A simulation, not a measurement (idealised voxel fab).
A process module follows: voxel local oxidation.
Cross-sectional view cut (width: 170 nm; square cell size: 5 nm).
In this document a cross-section is written as a grid of square cells. It is given as a series of bands, listed from the top down, and a band is one or more rows of cells. Band: top and bottom heights (nm) first, top before bottom; then materials from left to right, widths in nm. "full width" marks a sole material filling the band edge to edge. "blank" denotes empty space. Zero point of the height axis is 0; under it, received wafer = one material. Lowest band: continues down indefinitely, "0 -> down". A width such as "30->40" changes by the same amount from each row of cells to the next, from the band's top row to its bottom row. Given "no modification" for a step, no cell of the cross-section differs between before and after that step. Listed in "Fully sealed cavities": every empty space of 8 or more cells without an open way to the top. Form: width x height at distance, the distance being from the left edge, all in nm. Whatever follows a step's settings on its line is a remark the simulator itself makes about that step. A step line may carry the setting "overlay nm", which, for steps involving a mask, states the distance by which the mask lay to the right of its intended position; negative values denote displacement to the left.

Intended process steps:
step 1: RECEIVE,material Si
step 2: OXIDIZE,depth nm 5
step 3: CONFORMAL_DEP,material SiN,thk nm 10
step 4: MASKED_ETCH,tone cover,mask id ACTIVE,width nm 100,etch materials SiN,depth nm 10,overlay nm 0
step 5: SELECTIVE_ETCH,etch materials SiO2,depth nm 5
step 6: OXIDIZE,depth nm 10
step 7: STRIP,etch materials SiN

As received (post step 1): cross-section:
* 0 -> down  Si full width
* Fully sealed cavities: none

Look at the cross-section after the module: the wafer started out the way shown above and the plan was the one shown above, yet one mistake was made along the way:
* -5 -> -15  SiO2 full width
* -15 -> down  Si full width
* Fully sealed cavities: none
Run error: skipped: plan step 3 (never run)
